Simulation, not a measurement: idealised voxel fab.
Documented hereafter: the process module known as voxel ribs on slabs.
Cross-sectional view cut (width: 150 nm; square cell size: 5 nm).
For the purposes of this document, a cross-section shall be understood as a grid of square cells, specified as bands listed in top-to-bottom order, each band consisting of one or more rows of cells.
Read a band's entry like this: the first values are the height of its top and the height of its bottom in nm, and what follows is the sequence of materials from left to right, each with its width in nm. Note that "empty" is empty space, and that a single material marked "all across" reaches across the band from edge to edge.
We count height from 0. Below that, the starting wafer is all one material. The lowest band never ends at the bottom but goes on down; see "top 0, no bottom" for how that is written.
When a width is written as two numbers, as in "30->40", the first number is the width in the top row of cells of the band and the second is the width in its bottom row, and the width changes by the same amount from each row to the next.
"everything unchanged" after a step means that no cell of the cross-section changed.
"Voids, fully enclosed" specifies each empty space that is not open to the top and that occupies no fewer than 8 cells, using the form width x height at distance, the distance measured from the left edge and all three quantities in nm.
Where a step's line continues beyond its settings, the continuation is a remark by the simulator itself on that step.
Steps that use a mask can have "overlay nm" on their line. It says how far the mask sat to the right of where it was meant to be. Negative means to the left.

## The following list gives the planned process steps
step 1: RECEIVE, material Si
step 2: DIRECTIONAL_DEP, material SiO2, thk nm 25
step 3: DIRECTIONAL_DEP, material polySi, thk nm 15
step 4: DIRECTIONAL_DEP, material aC, thk nm 10
step 5: PATTERN, tone cover, mask id RIB, material resist, width nm 25, thk nm 25, overlay nm 0
step 6: DIRECTIONAL_ETCH, etch materials aC, depth nm 10
step 7: STRIP, etch materials resist
step 8: DIRECTIONAL_ETCH, etch materials polySi, depth nm 10
step 9: STRIP, etch materials aC
step 10: PATTERN, tone cover, mask id SLAB, material resist, width nm 85, thk nm 20, overlay nm 0
step 11: DIRECTIONAL_ETCH, etch materials polySi, depth nm 5
step 12: STRIP, etch materials resist
step 13: FILL_DEP, material SiO2, thk nm 25
step 14: CMP, height nm 60
step 15: DIRECTIONAL_DEP, material W, thk nm 5
step 16: DIRECTIONAL_DEP, material aC, thk nm 15
step 17: PATTERN, tone cover, mask id HEATER, material resist, width nm 35, thk nm 30, overlay nm 0
step 18: DIRECTIONAL_ETCH, etch materials aC, depth nm 5
step 19: STRIP, etch materials resist
step 20: DIRECTIONAL_ETCH, etch materials W, depth nm 5
step 21: STRIP, etch materials aC
step 22: CONFORMAL_DEP, material SiO2, thk nm 5
Across this set of wafers, the varied parameter is the depth nm of step 18. Starting conditions are identical for every wafer, and the plan reports the value assigned to the first wafer.

## Cut through the first of several wafers as received, post step 1
	top 0, no bottom | Si all across
	Voids, fully enclosed: none

## Cross-section after step 22, the final step of the module, for the first of several wafers
	top 70, bottom 65 | SiO2 all across
	top 65, bottom 60 | W all across
	top 60, bottom 40 | SiO2 all across
	top 40, bottom 30 | SiO2 60 nm  polySi 25 nm  SiO2 65 nm
	top 30, bottom 25 | SiO2 30 nm  polySi 85 nm  SiO2 35 nm
	top 25, bottom 0 | SiO2 all across
	top 0, no bottom | Si all across
	Voids, fully enclosed: none

## Here we cross-sectioned the last of the wafers once the module was done
	top 70, bottom 65 | empty 50 nm  SiO2 45 nm  empty 55 nm
	top 65, bottom 60 | SiO2 55 nm  W 35 nm  SiO2 60 nm
	top 60, bottom 40 | SiO2 all across
	top 40, bottom 30 | SiO2 60 nm  polySi 25 nm  SiO2 65 nm
	top 30, bottom 25 | SiO2 30 nm  polySi 85 nm  SiO2 35 nm
	top 25, bottom 0 | SiO2 all across
	top 0, no bottom | Si all across
	Voids, fully enclosed: none

## The rows of the table below are wafers. Looking at the end of the module, a row counts, for every material, the cells the wafer has gained, shown as (+), or lost, shown as (-), since it was received; its closed voids come next
depth nm 5; +363 SiO2; +30 W; +27 polySi; Voids, fully enclosed: none
depth nm 10; +363 SiO2; +30 W; +27 polySi; Voids, fully enclosed: none
depth nm 15; +365 SiO2; +7 W; +27 polySi; Voids, fully enclosed: none
depth nm 20; +365 SiO2; +7 W; +27 polySi; Voids, fully enclosed: none
depth nm 25; +365 SiO2; +7 W; +27 polySi; Voids, fully enclosed: none
depth nm 30; +365 SiO2; +7 W; +27 polySi; Voids, fully enclosed: none
